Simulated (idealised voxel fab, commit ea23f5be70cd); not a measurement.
A process module follows: voxel self aligned contacts.
We display cut, a cross-section 240 nm in width whose square cells are each 5 nm.
This document writes a cross-section as a grid whose cells are square, and gives it as bands, listed from the top down; one or more rows of cells form a band. A band entry consists of two parts. The first gives the height of the band's top and the height of its bottom, in nm. The rest lists the band's materials from left to right, each with its width in nm. A single material labelled with the word "full width" fills the band from edge to edge, and the word "air" marks empty space. Height 0 is the level under which the wafer as received is all one material. The lowest band goes on downwards, as in "z 0 and below". Per-row width for "30->40": begins at first number (top row of band), ends at second number (bottom row), increment between rows held constant. "no modification" after a step means that no cell of the cross-section changed. Enclosed voids (no open way to top), threshold 8 cells or more, entry "Enclosed void inventory", notation width x height at distance, distance from left edge, nm. Heads up: the bit after the settings on a step's line is the simulator's remark on that step. The line of a step may include "overlay nm". On a step with a mask, this value is how far to the right of its planned place the mask lay. A negative value means the mask lay to the left.
# List of planned process steps
step 1: RECEIVE, material Si
step 2: OXIDIZE, depth nm 5
step 3: DIRECTIONAL_DEP, material polySi, thk nm 30
step 4: DIRECTIONAL_DEP, material SiN, thk nm 20
step 5: PATTERN, tone cover, mask id GATE, material resist, width nm 25, pitch nm 70, thk nm 20, overlay nm 0
step 6: DIRECTIONAL_ETCH, etch materials SiN, depth nm 20
step 7: DIRECTIONAL_ETCH, etch materials polySi, depth nm 30
step 8: STRIP, etch materials resist
step 9: CONFORMAL_DEP, material SiN, thk nm 10
step 10: DIRECTIONAL_ETCH, etch materials SiN, depth nm 10
step 11: FILL_DEP, material SiO2, thk nm 10
step 12: CMP, height nm 55
step 13: PATTERN, tone open, mask id CONTACT, material resist, width nm 55, thk nm 15, overlay nm 0
step 14: DIRECTIONAL_ETCH, etch materials SiO2, depth nm 60
step 15: STRIP, etch materials resist
step 16: CONFORMAL_DEP, material TiN, thk nm 5
step 17: FILL_DEP, material W, thk nm 10
step 18: CMP, height nm 55
step 19: CONFORMAL_DEP, material SiCN, thk nm 5
# Shown in cross-section is the wafer as received, that is, as it stands after step 1
  z 0 and below  Si full width
  Enclosed void inventory: none
# The first of two wafers, cross-sectioned at the end of the module, with the run proceeding as planned
  z 60 to 55  SiCN full width
  z 55 to 50  SiO2 90 nm, then TiN 20 nm, then W 15 nm, then TiN 20 nm, then SiO2 95 nm
  z 50 to 30  SiO2 60 nm, then SiN 45 nm, then TiN 5 nm, then W 15 nm, then TiN 5 nm, then SiN 45 nm, then SiO2 65 nm
  z 30 to 0  SiO2 60 nm, then SiN 10 nm, then polySi 25 nm, then SiN 10 nm, then TiN 5 nm, then W 15 nm, then TiN 5 nm, then SiN 10 nm, then polySi 25 nm, then SiN 10 nm, then SiO2 65 nm
  z 0 to -5  SiO2 105 nm, then TiN 25 nm, then SiO2 110 nm
  z -5 and below  Si full width
  Enclosed void inventory: none
# Cross-sectional view: second of two wafers, end of module; start and plan identical to the first, one mistake in running
  z 60 to 55  polySi full width
  z 55 to 50  SiO2 90 nm, then TiN 20 nm, then W 15 nm, then TiN 20 nm, then SiO2 95 nm
  z 50 to 30  SiO2 60 nm, then SiN 45 nm, then TiN 5 nm, then W 15 nm, then TiN 5 nm, then SiN 45 nm, then SiO2 65 nm
  z 30 to 0  SiO2 60 nm, then SiN 10 nm, then polySi 25 nm, then SiN 10 nm, then TiN 5 nm, then W 15 nm, then TiN 5 nm, then SiN 10 nm, then polySi 25 nm, then SiN 10 nm, then SiO2 65 nm
  z 0 to -5  SiO2 105 nm, then TiN 25 nm, then SiO2 110 nm
  z -5 and below  Si full width
  Enclosed void inventory: none
what went wrong: step 19 ran differently from the plan; actual operation with settings: CONFORMAL_DEP, material polySi, thk nm 5
Looking at both finished wafers in cells, the second ends up ahead of or behind the first on some materials: -48 SiCN; +48 polySi
